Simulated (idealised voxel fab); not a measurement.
Documented hereafter: the process module known as voxel wiring stack.
Section shown: cut. Width: 230 nm. Cell size: 5 nm, square.
How to read a cross-section here: the picture is a grid of square cells, written as bands going from the top down, and any band can span one or more rows of cells. What a band's entry tells you: where the top is and where the bottom is, as heights in nm, and after that what lies inside, material by material from left to right, each with its width in nm. Empty space is written as the word "blank", and a single material marked with the word "full width" occupies the band from edge to edge. Below 0: as-received wafer, all one material; heights counted from there. Lowest band: no bottom, goes on down, written "0 nm and below". A width such as "30 to 40" changes by the same amount from each row of cells to the next, from the band's top row to its bottom row. No cell of the cross-section changed in a step that is given as "changes: none". If an empty space has no open way to the top and is at least 8 cells in size, "Sealed-off cavities" lists it, written width x height at distance, where distance is measured from the left edge and every value is in nm. Past the settings on a step's line: simulator remark, on that step. The optional step-line setting "overlay nm" applies to steps with a mask and quantifies how far to the right of its planned location the mask lay, a negative value indicating leftward placement. For the reader: what remains of this document is a series of pairs, each showing a cross-section before one process step and a cross-section after that step which reaches down only to the lowest band that changed, with the step between them and its settings set out under the pair. It should not be assumed that a pair continues from the pair above it; the pairs can come from different runs of this module on the same starting wafer, and such continuity exists only where the entry headed "State before step" says so.

# State before step
* 0 nm and below | Si full width
* Sealed-off cavities: none

# Section, Post-Step
* 15 nm to 0 nm | SiO2 full width
* Note: structure below 0 unchanged.
* Sealed-off cavities: none
Process step bridging the above cross-sections: CONFORMAL_DEP | material SiO2 | thk nm 15

State before step: Reference is made to the cross-section shown after the step in the pair directly above, which represents the state prior to this step.

# Section, Post-Step
* 20 nm to 15 nm | SiN full width
* Note: structure below 15 unchanged.
* Sealed-off cavities: none
Process step bridging the above cross-sections: CONFORMAL_DEP | material SiN | thk nm 5

State before step: Reference is made to the cross-section shown after the step in the pair directly above, which represents the state prior to this step.

# Section, Post-Step
* 35 nm to 20 nm | lowk full width
* Note: structure below 20 unchanged.
* Sealed-off cavities: none
Process step bridging the above cross-sections: DIRECTIONAL_DEP | material lowk | thk nm 15

State before step: Reference is made to the cross-section shown after the step in the pair directly above, which represents the state prior to this step.

# Section, Post-Step
* 55 nm to 35 nm | 30 resist, 20 blank, 30 resist, 20 blank, 30 resist, 20 blank, 30 resist, 20 blank, 30 resist
* Note: structure below 35 unchanged.
* Sealed-off cavities: none
Process step bridging the above cross-sections: PATTERN | tone open | mask id METAL_1 | material resist | width nm 20 | pitch nm 50 | thk nm 20 | overlay nm 0

State before step: Reference is made to the cross-section shown after the step in the pair directly above, which represents the state prior to this step.

# Section, Post-Step
* 55 nm to 35 nm | 30 resist, 20 blank, 30 resist, 20 blank, 30 resist, 20 blank, 30 resist, 20 blank, 30 resist
* 35 nm to 20 nm | 30 lowk, 20 blank, 30 lowk, 20 blank, 30 lowk, 20 blank, 30 lowk, 20 blank, 30 lowk
* Note: structure below 20 unchanged.
* Sealed-off cavities: none
Process step bridging the above cross-sections: DIRECTIONAL_ETCH | etch materials lowk | depth nm 15

State before step: Reference is made to the cross-section shown after the step in the pair directly above, which represents the state prior to this step.

# Section, Post-Step
* 55 nm to 35 nm | 30 resist, 20 blank, 30 resist, 20 blank, 30 resist, 20 blank, 30 resist, 20 blank, 30 resist
* 35 nm to 20 nm | 30 lowk, 20 blank, 30 lowk, 20 blank, 30 lowk, 20 blank, 30 lowk, 20 blank, 30 lowk
* 20 nm to 15 nm | 30 SiN, 20 blank, 30 SiN, 20 blank, 30 SiN, 20 blank, 30 SiN, 20 blank, 30 SiN
* Note: structure below 15 unchanged.
* Sealed-off cavities: none
Process step bridging the above cross-sections: DIRECTIONAL_ETCH | etch materials SiN | depth nm 5

State before step: Reference is made to the cross-section shown after the step in the pair directly above, which represents the state prior to this step.

# Section, Post-Step
* 35 nm to 20 nm | 30 lowk, 20 blank, 30 lowk, 20 blank, 30 lowk, 20 blank, 30 lowk, 20 blank, 30 lowk
* Note: structure below 20 unchanged.
* Sealed-off cavities: none
Process step bridging the above cross-sections: STRIP | etch materials resist

State before step: Reference is made to the cross-section shown after the step in the pair directly above, which represents the state prior to this step.

# Section, Post-Step
* 40 nm to 35 nm | 35 TiN, 10 blank, 40 TiN, 10 blank, 40 TiN, 10 blank, 40 TiN, 10 blank, 35 TiN
* 35 nm to 20 nm | 30 lowk, 5 TiN, 10 blank, 5 TiN, 30 lowk, 5 TiN, 10 blank, 5 TiN, 30 lowk, 5 TiN, 10 blank, 5 TiN, 30 lowk, 5 TiN, 10 blank, 5 TiN, 30 lowk
* 20 nm to 15 nm | 30 SiN, 20 TiN, 30 SiN, 20 TiN, 30 SiN, 20 TiN, 30 SiN, 20 TiN, 30 SiN
* Note: structure below 15 unchanged.
* Sealed-off cavities: none
Process step bridging the above cross-sections: CONFORMAL_DEP | material TiN | thk nm 5

State before step: Reference is made to the cross-section shown after the step in the pair directly above, which represents the state prior to this step.

# Section, Post-Step
* 50 nm to 40 nm | W full width
* 40 nm to 35 nm | 35 TiN, 10 W, 40 TiN, 10 W, 40 TiN, 10 W, 40 TiN, 10 W, 35 TiN
* 35 nm to 20 nm | 30 lowk, 5 TiN, 10 W, 5 TiN, 30 lowk, 5 TiN, 10 W, 5 TiN, 30 lowk, 5 TiN, 10 W, 5 TiN, 30 lowk, 5 TiN, 10 W, 5 TiN, 30 lowk
* Note: structure below 20 unchanged.
* Sealed-off cavities: none
Process step bridging the above cross-sections: FILL_DEP | material W | thk nm 10

State before step: Reference is made to the cross-section shown after the step in the pair directly above, which represents the state prior to this step.

# Section, Post-Step
* 35 nm to 20 nm | 30 lowk, 5 TiN, 10 W, 5 TiN, 30 lowk, 5 TiN, 10 W, 5 TiN, 30 lowk, 5 TiN, 10 W, 5 TiN, 30 lowk, 5 TiN, 10 W, 5 TiN, 30 lowk
* Note: structure below 20 unchanged.
* Sealed-off cavities: none
Process step bridging the above cross-sections: CMP | height nm 35

State before step: Reference is made to the cross-section shown after the step in the pair directly above, which represents the state prior to this step.

# Section, Post-Step
* 40 nm to 35 nm | 25 blank, 30 Ru, 20 blank, 30 Ru, 20 blank, 30 Ru, 20 blank, 30 Ru, 25 blank
* Note: structure below 35 unchanged.
* Sealed-off cavities: none
Process step bridging the above cross-sections: EPI | material Ru | thk nm 5

State before step: Reference is made to the cross-section shown after the step in the pair directly above, which represents the state prior to this step.

# Section, Post-Step
* 45 nm to 40 nm | SiCN full width
* 40 nm to 35 nm | 25 SiCN, 30 Ru, 20 SiCN, 30 Ru, 20 SiCN, 30 Ru, 20 SiCN, 30 Ru, 25 SiCN
* Note: structure below 35 unchanged.
* Sealed-off cavities: none
Process step bridging the above cross-sections: FILL_DEP | material SiCN | thk nm 5

State before step: Reference is made to the cross-section shown after the step in the pair directly above, which represents the state prior to this step.

# Section, Post-Step
* 75 nm to 45 nm | lowk full width
* Note: structure below 45 unchanged.
* Sealed-off cavities: none
Process step bridging the above cross-sections: DIRECTIONAL_DEP | material lowk | thk nm 30

State before step: Reference is made to the cross-section shown after the step in the pair directly above, which represents the state prior to this step.

# Section, Post-Step
* 95 nm to 75 nm | 30 resist, 15 blank, 35 resist, 15 blank, 35 resist, 15 blank, 35 resist, 15 blank, 35 resist
* Note: structure below 75 unchanged.
* Sealed-off cavities: none
Process step bridging the above cross-sections: PATTERN | tone open | mask id METAL_2_HOLES | material resist | width nm 15 | pitch nm 50 | thk nm 20 | overlay nm 0

State before step: Reference is made to the cross-section shown after the step in the pair directly above, which represents the state prior to this step.

# Section, Post-Step
* 95 nm to 75 nm | 30 resist, 15 blank, 35 resist, 15 blank, 35 resist, 15 blank, 35 resist, 15 blank, 35 resist
* 75 nm to 45 nm | 30 lowk, 15 blank, 35 lowk, 15 blank, 35 lowk, 15 blank, 35 lowk, 15 blank, 35 lowk
* Note: structure below 45 unchanged.
* Sealed-off cavities: none
Process step bridging the above cross-sections: DIRECTIONAL_ETCH | etch materials lowk | depth nm 30

State before step: Reference is made to the cross-section shown after the step in the pair directly above, which represents the state prior to this step.

# Section, Post-Step
* 75 nm to 45 nm | 30 lowk, 15 blank, 35 lowk, 15 blank, 35 lowk, 15 blank, 35 lowk, 15 blank, 35 lowk
* Note: structure below 45 unchanged.
* Sealed-off cavities: none
Process step bridging the above cross-sections: STRIP | etch materials resist

State before step: Reference is made to the cross-section shown after the step in the pair directly above, which represents the state prior to this step.

# Section, Post-Step
* 90 nm to 75 nm | 30 aC, 15 blank, 35 aC, 15 blank, 35 aC, 15 blank, 35 aC, 15 blank, 35 aC
* 75 nm to 60 nm | 30 lowk, 15 blank, 35 lowk, 15 blank, 35 lowk, 15 blank, 35 lowk, 15 blank, 35 lowk
* 60 nm to 45 nm | 30 lowk, 15 aC, 35 lowk, 15 aC, 35 lowk, 15 aC, 35 lowk, 15 aC, 35 lowk
* Note: structure below 45 unchanged.
* Sealed-off cavities: none
Process step bridging the above cross-sections: DIRECTIONAL_DEP | material aC | thk nm 15

State before step: Reference is made to the cross-section shown after the step in the pair directly above, which represents the state prior to this step.

# Section, Post-Step
* 120 nm to 90 nm | 30 resist, 20 blank, 30 resist, 20 blank, 30 resist, 20 blank, 30 resist, 20 blank, 30 resist
* Note: structure below 90 unchanged.
* Sealed-off cavities: none
Process step bridging the above cross-sections: PATTERN | tone open | mask id METAL_2 | material resist | width nm 20 | pitch nm 50 | thk nm 30 | overlay nm 0

State before step: Reference is made to the cross-section shown after the step in the pair directly above, which represents the state prior to this step.

# Section, Post-Step
* 105 nm to 90 nm | 30 resist, 20 blank, 30 resist, 20 blank, 30 resist, 20 blank, 30 resist, 20 blank, 30 resist
* 90 nm to 75 nm | 30 aC, 20 blank, 30 aC, 20 blank, 30 aC, 20 blank, 30 aC, 20 blank, 30 aC
* 75 nm to 45 nm | 30 lowk, 15 blank, 35 lowk, 15 blank, 35 lowk, 15 blank, 35 lowk, 15 blank, 35 lowk
* Note: structure below 45 unchanged.
* Sealed-off cavities: none
Process step bridging the above cross-sections: DIRECTIONAL_ETCH | etch materials aC | depth nm 15

State before step: Reference is made to the cross-section shown after the step in the pair directly above, which represents the state prior to this step.

# Section, Post-Step
* 90 nm to 75 nm | 30 aC, 20 blank, 30 aC, 20 blank, 30 aC, 20 blank, 30 aC, 20 blank, 30 aC
* Note: structure below 75 unchanged.
* Sealed-off cavities: none
Process step bridging the above cross-sections: STRIP | etch materials resist

State before step: Reference is made to the cross-section shown after the step in the pair directly above, which represents the state prior to this step.

# Section, Post-Step
* 90 nm to 75 nm | 30 aC, 20 blank, 30 aC, 20 blank, 30 aC, 20 blank, 30 aC, 20 blank, 30 aC
* 75 nm to 55 nm | 30 lowk, 20 blank, 30 lowk, 20 blank, 30 lowk, 20 blank, 30 lowk, 20 blank, 30 lowk
* Note: structure below 55 unchanged.
* Sealed-off cavities: none
Process step bridging the above cross-sections: DIRECTIONAL_ETCH | etch materials lowk | depth nm 20

State before step: Reference is made to the cross-section shown after the step in the pair directly above, which represents the state prior to this step.

# Section, Post-Step
* 90 nm to 75 nm | 30 aC, 20 blank, 30 aC, 20 blank, 30 aC, 20 blank, 30 aC, 20 blank, 30 aC
* 75 nm to 55 nm | 30 lowk, 20 blank, 30 lowk, 20 blank, 30 lowk, 20 blank, 30 lowk, 20 blank, 30 lowk
* 55 nm to 45 nm | 30 lowk, 15 blank, 35 lowk, 15 blank, 35 lowk, 15 blank, 35 lowk, 15 blank, 35 lowk
* 45 nm to 40 nm | 30 SiCN, 15 blank, 35 SiCN, 15 blank, 35 SiCN, 15 blank, 35 SiCN, 15 blank, 35 SiCN
* Note: structure below 40 unchanged.
* Sealed-off cavities: none
Process step bridging the above cross-sections: DIRECTIONAL_ETCH | etch materials SiCN | depth nm 5

State before step: Reference is made to the cross-section shown after the step in the pair directly above, which represents the state prior to this step.

# Section, Post-Step
* 75 nm to 55 nm | 30 lowk, 20 blank, 30 lowk, 20 blank, 30 lowk, 20 blank, 30 lowk, 20 blank, 30 lowk
* Note: structure below 55 unchanged.
* Sealed-off cavities: none
Process step bridging the above cross-sections: STRIP | etch materials aC

State before step: Reference is made to the cross-section shown after the step in the pair directly above, which represents the state prior to this step.

# Section, Post-Step
* 80 nm to 75 nm | 35 TiN, 10 blank, 40 TiN, 10 blank, 40 TiN, 10 blank, 40 TiN, 10 blank, 35 TiN
* 75 nm to 60 nm | 30 lowk, 5 TiN, 10 blank, 5 TiN, 30 lowk, 5 TiN, 10 blank, 5 TiN, 30 lowk, 5 TiN, 10 blank, 5 TiN, 30 lowk, 5 TiN, 10 blank, 5 TiN, 30 lowk
* 60 nm to 55 nm | 30 lowk, 5 TiN, 5 blank, 10 TiN, 30 lowk, 5 TiN, 5 blank, 10 TiN, 30 lowk, 5 TiN, 5 blank, 10 TiN, 30 lowk, 5 TiN, 5 blank, 10 TiN, 30 lowk
* 55 nm to 45 nm | 30 lowk, 5 TiN, 5 blank, 5 TiN, 35 lowk, 5 TiN, 5 blank, 5 TiN, 35 lowk, 5 TiN, 5 blank, 5 TiN, 35 lowk, 5 TiN, 5 blank, 5 TiN, 35 lowk
* 45 nm to 40 nm | 30 SiCN, 15 TiN, 35 SiCN, 15 TiN, 35 SiCN, 15 TiN, 35 SiCN, 15 TiN, 35 SiCN
* Note: structure below 40 unchanged.
* Sealed-off cavities: none
Process step bridging the above cross-sections: CONFORMAL_DEP | material TiN | thk nm 5

State before step: Reference is made to the cross-section shown after the step in the pair directly above, which represents the state prior to this step.

# Section, Post-Step
* 85 nm to 80 nm | Cu full width
* 80 nm to 75 nm | 35 TiN, 10 Cu, 40 TiN, 10 Cu, 40 TiN, 10 Cu, 40 TiN, 10 Cu, 35 TiN
* 75 nm to 60 nm | 30 lowk, 5 TiN, 10 Cu, 5 TiN, 30 lowk, 5 TiN, 10 Cu, 5 TiN, 30 lowk, 5 TiN, 10 Cu, 5 TiN, 30 lowk, 5 TiN, 10 Cu, 5 TiN, 30 lowk
* 60 nm to 55 nm | 30 lowk, 5 TiN, 5 Cu, 10 TiN, 30 lowk, 5 TiN, 5 Cu, 10 TiN, 30 lowk, 5 TiN, 5 Cu, 10 TiN, 30 lowk, 5 TiN, 5 Cu, 10 TiN, 30 lowk
* 55 nm to 45 nm | 30 lowk, 5 TiN, 5 Cu, 5 TiN, 35 lowk, 5 TiN, 5 Cu, 5 TiN, 35 lowk, 5 TiN, 5 Cu, 5 TiN, 35 lowk, 5 TiN, 5 Cu, 5 TiN, 35 lowk
* Note: structure below 45 unchanged.
* Sealed-off cavities: none
Process step bridging the above cross-sections: FILL_DEP | material Cu | thk nm 5

State before step: Reference is made to the cross-section shown after the step in the pair directly above, which represents the state prior to this step.

# Section, Post-Step
* 75 nm to 60 nm | 30 lowk, 5 TiN, 10 Cu, 5 TiN, 30 lowk, 5 TiN, 10 Cu, 5 TiN, 30 lowk, 5 TiN, 10 Cu, 5 TiN, 30 lowk, 5 TiN, 10 Cu, 5 TiN, 30 lowk
* Note: structure below 60 unchanged.
* Sealed-off cavities: none
Process step bridging the above cross-sections: CMP | height nm 75

State before step: Reference is made to the cross-section shown after the step in the pair directly above, which represents the state prior to this step.

# Section, Post-Step
* 80 nm to 75 nm | SiCN full width
* Note: structure below 75 unchanged.
* Sealed-off cavities: none
Process step bridging the above cross-sections: CONFORMAL_DEP | material SiCN | thk nm 5

State before step: Reference is made to the cross-section shown after the step in the pair directly above, which represents the state prior to this step.

# Section, Post-Step
* 105 nm to 80 nm | lowk full width
* Note: structure below 80 unchanged.
* Sealed-off cavities: none
Process step bridging the above cross-sections: DIRECTIONAL_DEP | material lowk | thk nm 25

State before step: Reference is made to the cross-section shown after the step in the pair directly above, which represents the state prior to this step.

# Section, Post-Step
* 105 nm to 80 nm | 30 lowk, 15 blank, 35 lowk, 15 blank, 35 lowk, 15 blank, 35 lowk, 15 blank, 35 lowk
* Note: structure below 80 unchanged.
* Sealed-off cavities: none
Process step bridging the above cross-sections: MASKED_ETCH | tone open | mask id METAL_3_HOLES | width nm 15 | pitch nm 50 | etch materials lowk | depth nm 25 | overlay nm 0

State before step: Reference is made to the cross-section shown after the step in the pair directly above, which represents the state prior to this step.

# Section, Post-Step
* 115 nm to 105 nm | 30 aC, 15 blank, 35 aC, 15 blank, 35 aC, 15 blank, 35 aC, 15 blank, 35 aC
* 105 nm to 90 nm | 30 lowk, 15 blank, 35 lowk, 15 blank, 35 lowk, 15 blank, 35 lowk, 15 blank, 35 lowk
* 90 nm to 80 nm | 30 lowk, 15 aC, 35 lowk, 15 aC, 35 lowk, 15 aC, 35 lowk, 15 aC, 35 lowk
* Note: structure below 80 unchanged.
* Sealed-off cavities: none
Process step bridging the above cross-sections: DIRECTIONAL_DEP | material aC | thk nm 10

State before step: Reference is made to the cross-section shown after the step in the pair directly above, which represents the state prior to this step.

# Section, Post-Step
* 145 nm to 115 nm | 30 resist, 20 blank, 30 resist, 20 blank, 30 resist, 20 blank, 30 resist, 20 blank, 30 resist
* Note: structure below 115 unchanged.
* Sealed-off cavities: none
Process step bridging the above cross-sections: PATTERN | tone open | mask id METAL_3 | material resist | width nm 20 | pitch nm 50 | thk nm 30 | overlay nm 0

State before step: Reference is made to the cross-section shown after the step in the pair directly above, which represents the state prior to this step.

# Section, Post-Step
* 135 nm to 115 nm | 30 resist, 20 blank, 30 resist, 20 blank, 30 resist, 20 blank, 30 resist, 20 blank, 30 resist
* 115 nm to 105 nm | 30 aC, 20 blank, 30 aC, 20 blank, 30 aC, 20 blank, 30 aC, 20 blank, 30 aC
* 105 nm to 80 nm | 30 lowk, 15 blank, 35 lowk, 15 blank, 35 lowk, 15 blank, 35 lowk, 15 blank, 35 lowk
* Note: structure below 80 unchanged.
* Sealed-off cavities: none
Process step bridging the above cross-sections: DIRECTIONAL_ETCH | etch materials aC | depth nm 10

State before step: Reference is made to the cross-section shown after the step in the pair directly above, which represents the state prior to this step.

# Section, Post-Step
* 115 nm to 105 nm | 30 aC, 20 blank, 30 aC, 20 blank, 30 aC, 20 blank, 30 aC, 20 blank, 30 aC
* Note: structure below 105 unchanged.
* Sealed-off cavities: none
Process step bridging the above cross-sections: STRIP | etch materials resist

State before step: Reference is made to the cross-section shown after the step in the pair directly above, which represents the state prior to this step.

# Section, Post-Step
* 115 nm to 105 nm | 30 aC, 20 blank, 30 aC, 20 blank, 30 aC, 20 blank, 30 aC, 20 blank, 30 aC
* 105 nm to 90 nm | 30 lowk, 20 blank, 30 lowk, 20 blank, 30 lowk, 20 blank, 30 lowk, 20 blank, 30 lowk
* Note: structure below 90 unchanged.
* Sealed-off cavities: none
Process step bridging the above cross-sections: DIRECTIONAL_ETCH | etch materials lowk | depth nm 15

State before step: Reference is made to the cross-section shown after the step in the pair directly above, which represents the state prior to this step.

# Section, Post-Step
* 115 nm to 105 nm | 30 aC, 20 blank, 30 aC, 20 blank, 30 aC, 20 blank, 30 aC, 20 blank, 30 aC
* 105 nm to 90 nm | 30 lowk, 20 blank, 30 lowk, 20 blank, 30 lowk, 20 blank, 30 lowk, 20 blank, 30 lowk
* 90 nm to 80 nm | 30 lowk, 15 blank, 35 lowk, 15 blank, 35 lowk, 15 blank, 35 lowk, 15 blank, 35 lowk
* 80 nm to 75 nm | 30 SiCN, 15 blank, 35 SiCN, 15 blank, 35 SiCN, 15 blank, 35 SiCN, 15 blank, 35 SiCN
* Note: structure below 75 unchanged.
* Sealed-off cavities: none
Process step bridging the above cross-sections: DIRECTIONAL_ETCH | etch materials SiCN | depth nm 5

State before step: Reference is made to the cross-section shown after the step in the pair directly above, which represents the state prior to this step.

# Section, Post-Step
* 105 nm to 90 nm | 30 lowk, 20 blank, 30 lowk, 20 blank, 30 lowk, 20 blank, 30 lowk, 20 blank, 30 lowk
* Note: structure below 90 unchanged.
* Sealed-off cavities: none
Process step bridging the above cross-sections: STRIP | etch materials aC

State before step: Reference is made to the cross-section shown after the step in the pair directly above, which represents the state prior to this step.

# Section, Post-Step
* 110 nm to 105 nm | 35 TiN, 10 blank, 40 TiN, 10 blank, 40 TiN, 10 blank, 40 TiN, 10 blank, 35 TiN
* 105 nm to 95 nm | 30 lowk, 5 TiN, 10 blank, 5 TiN, 30 lowk, 5 TiN, 10 blank, 5 TiN, 30 lowk, 5 TiN, 10 blank, 5 TiN, 30 lowk, 5 TiN, 10 blank, 5 TiN, 30 lowk
* 95 nm to 90 nm | 30 lowk, 5 TiN, 5 blank, 10 TiN, 30 lowk, 5 TiN, 5 blank, 10 TiN, 30 lowk, 5 TiN, 5 blank, 10 TiN, 30 lowk, 5 TiN, 5 blank, 10 TiN, 30 lowk
* 90 nm to 80 nm | 30 lowk, 5 TiN, 5 blank, 5 TiN, 35 lowk, 5 TiN, 5 blank, 5 TiN, 35 lowk, 5 TiN, 5 blank, 5 TiN, 35 lowk, 5 TiN, 5 blank, 5 TiN, 35 lowk
* 80 nm to 75 nm | 30 SiCN, 15 TiN, 35 SiCN, 15 TiN, 35 SiCN, 15 TiN, 35 SiCN, 15 TiN, 35 SiCN
* Note: structure below 75 unchanged.
* Sealed-off cavities: none
Process step bridging the above cross-sections: CONFORMAL_DEP | material TiN | thk nm 5

State before step: Reference is made to the cross-section shown after the step in the pair directly above, which represents the state prior to this step.

# Section, Post-Step
* 115 nm to 110 nm | Ru full width
* 110 nm to 105 nm | 35 TiN, 10 Ru, 40 TiN, 10 Ru, 40 TiN, 10 Ru, 40 TiN, 10 Ru, 35 TiN
* 105 nm to 95 nm | 30 lowk, 5 TiN, 10 Ru, 5 TiN, 30 lowk, 5 TiN, 10 Ru, 5 TiN, 30 lowk, 5 TiN, 10 Ru, 5 TiN, 30 lowk, 5 TiN, 10 Ru, 5 TiN, 30 lowk
* 95 nm to 90 nm | 30 lowk, 5 TiN, 5 Ru, 10 TiN, 30 lowk, 5 TiN, 5 Ru, 10 TiN, 30 lowk, 5 TiN, 5 Ru, 10 TiN, 30 lowk, 5 TiN, 5 Ru, 10 TiN, 30 lowk
* 90 nm to 80 nm | 30 lowk, 5 TiN, 5 Ru, 5 TiN, 35 lowk, 5 TiN, 5 Ru, 5 TiN, 35 lowk, 5 TiN, 5 Ru, 5 TiN, 35 lowk, 5 TiN, 5 Ru, 5 TiN, 35 lowk
* Note: structure below 80 unchanged.
* Sealed-off cavities: none
Process step bridging the above cross-sections: FILL_DEP | material Ru | thk nm 5

State before step: Reference is made to the cross-section shown after the step in the pair directly above, which represents the state prior to this step.

# Section, Post-Step
* 105 nm to 95 nm | 30 lowk, 5 TiN, 10 Ru, 5 TiN, 30 lowk, 5 TiN, 10 Ru, 5 TiN, 30 lowk, 5 TiN, 10 Ru, 5 TiN, 30 lowk, 5 TiN, 10 Ru, 5 TiN, 30 lowk
* Note: structure below 95 unchanged.
* Sealed-off cavities: none
Process step bridging the above cross-sections: CMP | height nm 105

State before step: Reference is made to the cross-section shown after the step in the pair directly above, which represents the state prior to this step.

# Section, Post-Step
* 110 nm to 105 nm | SiN full width
* Note: structure below 105 unchanged.
* Sealed-off cavities: none
Process step bridging the above cross-sections: CONFORMAL_DEP | material SiN | thk nm 5

# State before step
* 40 nm to 35 nm | 25 blank, 30 Ru, 20 blank, 30 Ru, 20 blank, 30 Ru, 20 blank, 30 Ru, 25 blank
* 35 nm to 20 nm | 30 lowk, 5 TiN, 10 W, 5 TiN, 30 lowk, 5 TiN, 10 W, 5 TiN, 30 lowk, 5 TiN, 10 W, 5 TiN, 30 lowk, 5 TiN, 10 W, 5 TiN, 30 lowk
* 20 nm to 15 nm | 30 SiN, 20 TiN, 30 SiN, 20 TiN, 30 SiN, 20 TiN, 30 SiN, 20 TiN, 30 SiN
* 15 nm to 0 nm | SiO2 full width
* 0 nm and below | Si full width
* Sealed-off cavities: none

# Section, Post-Step
* 70 nm to 65 nm | 25 blank, 30 lowk, 20 blank, 30 lowk, 20 blank, 30 lowk, 20 blank, 30 lowk, 25 blank
* 65 nm to 40 nm | lowk full width
* 40 nm to 35 nm | 25 lowk, 30 Ru, 20 lowk, 30 Ru, 20 lowk, 30 Ru, 20 lowk, 30 Ru, 25 lowk
* Note: structure below 35 unchanged.
* Sealed-off cavities: none
Process step bridging the above cross-sections: DIRECTIONAL_DEP | material lowk | thk nm 30

State before step: Reference is made to the cross-section shown after the step in the pair directly above, which represents the state prior to this step.

# Section, Post-Step
* 90 nm to 70 nm | 30 resist, 15 blank, 35 resist, 15 blank, 35 resist, 15 blank, 35 resist, 15 blank, 35 resist
* 70 nm to 65 nm | 25 resist, 30 lowk, 20 resist, 30 lowk, 20 resist, 30 lowk, 20 resist, 30 lowk, 25 resist
* Note: structure below 65 unchanged.
* Sealed-off cavities: none
Process step bridging the above cross-sections: PATTERN | tone open | mask id METAL_2_HOLES | material resist | width nm 15 | pitch nm 50 | thk nm 20 | overlay nm 0

State before step: Reference is made to the cross-section shown after the step in the pair directly above, which represents the state prior to this step.

# Section, Post-Step
* 90 nm to 70 nm | 30 resist, 15 blank, 35 resist, 15 blank, 35 resist, 15 blank, 35 resist, 15 blank, 35 resist
* 70 nm to 65 nm | 25 resist, 5 lowk, 15 blank, 10 lowk, 20 resist, 5 lowk, 15 blank, 10 lowk, 20 resist, 5 lowk, 15 blank, 10 lowk, 20 resist, 5 lowk, 15 blank, 10 lowk, 25 resist
* 65 nm to 40 nm | 30 lowk, 15 blank, 35 lowk, 15 blank, 35 lowk, 15 blank, 35 lowk, 15 blank, 35 lowk
* Note: structure below 40 unchanged.
* Sealed-off cavities: none
Process step bridging the above cross-sections: DIRECTIONAL_ETCH | etch materials lowk | depth nm 30

State before step: Reference is made to the cross-section shown after the step in the pair directly above, which represents the state prior to this step.

# Section, Post-Step
* 70 nm to 65 nm | 25 blank, 5 lowk, 15 blank, 10 lowk, 20 blank, 5 lowk, 15 blank, 10 lowk, 20 blank, 5 lowk, 15 blank, 10 lowk, 20 blank, 5 lowk, 15 blank, 10 lowk, 25 blank
* Note: structure below 65 unchanged.
* Sealed-off cavities: none
Process step bridging the above cross-sections: STRIP | etch materials resist

State before step: Reference is made to the cross-section shown after the step in the pair directly above, which represents the state prior to this step.

# Section, Post-Step
* 85 nm to 80 nm | 25 blank, 5 aC, 15 blank, 10 aC, 20 blank, 5 aC, 15 blank, 10 aC, 20 blank, 5 aC, 15 blank, 10 aC, 20 blank, 5 aC, 15 blank, 10 aC, 25 blank
* 80 nm to 70 nm | 30 aC, 15 blank, 35 aC, 15 blank, 35 aC, 15 blank, 35 aC, 15 blank, 35 aC
* 70 nm to 65 nm | 25 aC, 5 lowk, 15 blank, 10 lowk, 20 aC, 5 lowk, 15 blank, 10 lowk, 20 aC, 5 lowk, 15 blank, 10 lowk, 20 aC, 5 lowk, 15 blank, 10 lowk, 25 aC
* 65 nm to 55 nm | 30 lowk, 15 blank, 35 lowk, 15 blank, 35 lowk, 15 blank, 35 lowk, 15 blank, 35 lowk
* 55 nm to 40 nm | 30 lowk, 15 aC, 35 lowk, 15 aC, 35 lowk, 15 aC, 35 lowk, 15 aC, 35 lowk
* Note: structure below 40 unchanged.
* Sealed-off cavities: none
Process step bridging the above cross-sections: DIRECTIONAL_DEP | material aC | thk nm 15

State before step: Reference is made to the cross-section shown after the step in the pair directly above, which represents the state prior to this step.

# Section, Post-Step
* 115 nm to 85 nm | 30 resist, 20 blank, 30 resist, 20 blank, 30 resist, 20 blank, 30 resist, 20 blank, 30 resist
* 85 nm to 80 nm | 25 resist, 5 aC, 15 blank, 10 aC, 20 resist, 5 aC, 15 blank, 10 aC, 20 resist, 5 aC, 15 blank, 10 aC, 20 resist, 5 aC, 15 blank, 10 aC, 25 resist
* Note: structure below 80 unchanged.
* Sealed-off cavities: none
Process step bridging the above cross-sections: PATTERN | tone open | mask id METAL_2 | material resist | width nm 20 | pitch nm 50 | thk nm 30 | overlay nm 0

State before step: Reference is made to the cross-section shown after the step in the pair directly above, which represents the state prior to this step.

# Section, Post-Step
* 100 nm to 85 nm | 30 resist, 20 blank, 30 resist, 20 blank, 30 resist, 20 blank, 30 resist, 20 blank, 30 resist
* 85 nm to 80 nm | 25 resist, 5 aC, 20 blank, 5 aC, 20 resist, 5 aC, 20 blank, 5 aC, 20 resist, 5 aC, 20 blank, 5 aC, 20 resist, 5 aC, 20 blank, 5 aC, 25 resist
* 80 nm to 70 nm | 30 aC, 20 blank, 30 aC, 20 blank, 30 aC, 20 blank, 30 aC, 20 blank, 30 aC
* 70 nm to 65 nm | 25 aC, 5 lowk, 15 blank, 10 lowk, 20 aC, 5 lowk, 15 blank, 10 lowk, 20 aC, 5 lowk, 15 blank, 10 lowk, 20 aC, 5 lowk, 15 blank, 10 lowk, 25 aC
* 65 nm to 40 nm | 30 lowk, 15 blank, 35 lowk, 15 blank, 35 lowk, 15 blank, 35 lowk, 15 blank, 35 lowk
* Note: structure below 40 unchanged.
* Sealed-off cavities: none
Process step bridging the above cross-sections: DIRECTIONAL_ETCH | etch materials aC | depth nm 15

State before step: Reference is made to the cross-section shown after the step in the pair directly above, which represents the state prior to this step.

# Section, Post-Step
* 85 nm to 80 nm | 25 blank, 5 aC, 20 blank, 5 aC, 20 blank, 5 aC, 20 blank, 5 aC, 20 blank, 5 aC, 20 blank, 5 aC, 20 blank, 5 aC, 20 blank, 5 aC, 25 blank
* Note: structure below 80 unchanged.
* Sealed-off cavities: none
Process step bridging the above cross-sections: STRIP | etch materials resist

State before step: Reference is made to the cross-section shown after the step in the pair directly above, which represents the state prior to this step.

# Section, Post-Step
* 85 nm to 80 nm | 25 blank, 5 aC, 20 blank, 5 aC, 20 blank, 5 aC, 20 blank, 5 aC, 20 blank, 5 aC, 20 blank, 5 aC, 20 blank, 5 aC, 20 blank, 5 aC, 25 blank
* 80 nm to 70 nm | 30 aC, 20 blank, 30 aC, 20 blank, 30 aC, 20 blank, 30 aC, 20 blank, 30 aC
* 70 nm to 65 nm | 25 aC, 5 lowk, 20 blank, 5 lowk, 20 aC, 5 lowk, 20 blank, 5 lowk, 20 aC, 5 lowk, 20 blank, 5 lowk, 20 aC, 5 lowk, 20 blank, 5 lowk, 25 aC
* 65 nm to 50 nm | 30 lowk, 20 blank, 30 lowk, 20 blank, 30 lowk, 20 blank, 30 lowk, 20 blank, 30 lowk
* Note: structure below 50 unchanged.
* Sealed-off cavities: none
Process step bridging the above cross-sections: DIRECTIONAL_ETCH | etch materials lowk | depth nm 20
